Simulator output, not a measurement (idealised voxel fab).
Herein follows the process module entitled voxel tone inversion.
The width of the displayed cross-section, cut, is 220 nm; its cells are square, with a size of 5 nm.
A cross-section is written here as square cells arranged in a grid, and it is given in bands from the top down, each band taking up one or more rows of cells. Band: top and bottom heights (nm) first, top before bottom; then materials from left to right, widths in nm. "throughout" marks a sole material filling the band edge to edge. "air" denotes empty space. Heights are expressed relative to 0, this being the level below which the as-received wafer comprises one material exclusively. The lowest band is unbounded in the downward direction and is denoted as in "0 nm and below". Quick explanation for "30->40": the width changes in equal steps down the rows of cells, from the first number in the band's top row to the second number in its bottom row. Take "identical to before" at face value: in the step it is given for, the cross-section changed in none of its cells. The entry titled "Sealed void listing" provides the empty spaces that have no open way to the top, restricted to those of 8 cells or more. Each is presented as width x height at distance, the distance being measured from the left edge, with all three in nm. On each step's line, the part that comes after the settings is the simulator's own comment on the step. overlay nm: right-of-plan distance of the mask on a masked step; negative values mean left-of-plan.
This section lists the process steps that were planned
1 op RECEIVE | material Si
2 op CONFORMAL_DEP | material SiN | thk nm 10
3 op DIRECTIONAL_DEP | material polySi | thk nm 25
4 op PATTERN | tone cover | mask id POSTS | material resist | width nm 20 | pitch nm 45 | thk nm 30 | overlay nm 0
5 op DIRECTIONAL_ETCH | etch materials polySi | depth nm 25
6 op STRIP | etch materials resist
7 op FILL_DEP | material lowk | thk nm 10
8 op CMP | height nm 35
9 op STRIP | etch materials polySi
10 op CONFORMAL_DEP | material TiN | thk nm 5
11 op FILL_DEP | material Cu | thk nm 5
12 op CMP | height nm 35
13 op CONFORMAL_DEP | material SiCN | thk nm 5
first wafer, as planned
Cross-section of the wafer as it came to us, i.e., already through step 1
0 nm and below  Si throughout
Sealed void listing: none
How the wafer stands in section after step 2
10 nm to 0 nm  SiN throughout
below 0: unchanged
How the wafer stands in section after step 3
35 nm to 10 nm  polySi throughout
below 10: unchanged
How the wafer stands in section after step 4
65 nm to 35 nm  30 air; 20 resist; 25 air; 20 resist; 25 air; 20 resist; 25 air; 20 resist; 35 air
below 35: unchanged
How the wafer stands in section after step 5
65 nm to 35 nm  30 air; 20 resist; 25 air; 20 resist; 25 air; 20 resist; 25 air; 20 resist; 35 air
35 nm to 10 nm  30 air; 20 polySi; 25 air; 20 polySi; 25 air; 20 polySi; 25 air; 20 polySi; 35 air
below 10: unchanged
How the wafer stands in section after step 6
35 nm to 10 nm  30 air; 20 polySi; 25 air; 20 polySi; 25 air; 20 polySi; 25 air; 20 polySi; 35 air
below 10: unchanged
How the wafer stands in section after step 7
45 nm to 35 nm  lowk throughout
35 nm to 10 nm  30 lowk; 20 polySi; 25 lowk; 20 polySi; 25 lowk; 20 polySi; 25 lowk; 20 polySi; 35 lowk
below 10: unchanged
How the wafer stands in section after step 8
35 nm to 10 nm  30 lowk; 20 polySi; 25 lowk; 20 polySi; 25 lowk; 20 polySi; 25 lowk; 20 polySi; 35 lowk
below 10: unchanged
How the wafer stands in section after step 9
35 nm to 10 nm  30 lowk; 20 air; 25 lowk; 20 air; 25 lowk; 20 air; 25 lowk; 20 air; 35 lowk
below 10: unchanged
How the wafer stands in section after step 10
40 nm to 35 nm  35 TiN; 10 air; 35 TiN; 10 air; 35 TiN; 10 air; 35 TiN; 10 air; 40 TiN
35 nm to 15 nm  30 lowk; 5 TiN; 10 air; 5 TiN; 25 lowk; 5 TiN; 10 air; 5 TiN; 25 lowk; 5 TiN; 10 air; 5 TiN; 25 lowk; 5 TiN; 10 air; 5 TiN; 35 lowk
15 nm to 10 nm  30 lowk; 20 TiN; 25 lowk; 20 TiN; 25 lowk; 20 TiN; 25 lowk; 20 TiN; 35 lowk
below 10: unchanged
How the wafer stands in section after step 11
45 nm to 40 nm  Cu throughout
40 nm to 35 nm  35 TiN; 10 Cu; 35 TiN; 10 Cu; 35 TiN; 10 Cu; 35 TiN; 10 Cu; 40 TiN
35 nm to 15 nm  30 lowk; 5 TiN; 10 Cu; 5 TiN; 25 lowk; 5 TiN; 10 Cu; 5 TiN; 25 lowk; 5 TiN; 10 Cu; 5 TiN; 25 lowk; 5 TiN; 10 Cu; 5 TiN; 35 lowk
below 15: unchanged
How the wafer stands in section after step 12
35 nm to 15 nm  30 lowk; 5 TiN; 10 Cu; 5 TiN; 25 lowk; 5 TiN; 10 Cu; 5 TiN; 25 lowk; 5 TiN; 10 Cu; 5 TiN; 25 lowk; 5 TiN; 10 Cu; 5 TiN; 35 lowk
below 15: unchanged
How the wafer stands in section after step 13
40 nm to 35 nm  SiCN throughout
below 35: unchanged
Second of two: same start, same plan, one run error; steps up to and including 1 match the first
Second wafer, section view, time point: scheduled end of step 2: identical to before
Second wafer, section view, time point: scheduled end of step 3
25 nm to 0 nm  polySi throughout
below 0: unchanged
Second wafer, section view, time point: scheduled end of step 4
55 nm to 25 nm  30 air; 20 resist; 25 air; 20 resist; 25 air; 20 resist; 25 air; 20 resist; 35 air
below 25: unchanged
Second wafer, section view, time point: scheduled end of step 5
55 nm to 25 nm  30 air; 20 resist; 25 air; 20 resist; 25 air; 20 resist; 25 air; 20 resist; 35 air
25 nm to 0 nm  30 air; 20 polySi; 25 air; 20 polySi; 25 air; 20 polySi; 25 air; 20 polySi; 35 air
below 0: unchanged
Second wafer, section view, time point: scheduled end of step 6
25 nm to 0 nm  30 air; 20 polySi; 25 air; 20 polySi; 25 air; 20 polySi; 25 air; 20 polySi; 35 air
below 0: unchanged
Second wafer, section view, time point: scheduled end of step 7
35 nm to 25 nm  lowk throughout
25 nm to 0 nm  30 lowk; 20 polySi; 25 lowk; 20 polySi; 25 lowk; 20 polySi; 25 lowk; 20 polySi; 35 lowk
below 0: unchanged
Second wafer, section view, time point: scheduled end of step 8: identical to before
Second wafer, section view, time point: scheduled end of step 9: identical to before
Second wafer, section view, time point: scheduled end of step 10
40 nm to 35 nm  TiN throughout
below 35: unchanged
Second wafer, section view, time point: scheduled end of step 11
45 nm to 40 nm  Cu throughout
below 40: unchanged
Second wafer, section view, time point: scheduled end of step 12
35 nm to 25 nm  lowk throughout
below 25: unchanged
Second wafer, section view, time point: scheduled end of step 13
40 nm to 35 nm  SiCN throughout
below 35: unchanged
what went wrong: no execution of plan step 2; skipped
At the finish, the second wafer shows more or fewer cells for some materials than the first does: 32 fewer of Cu; 88 fewer of SiN; 48 fewer of TiN; 88 more of lowk; 80 more of polySi
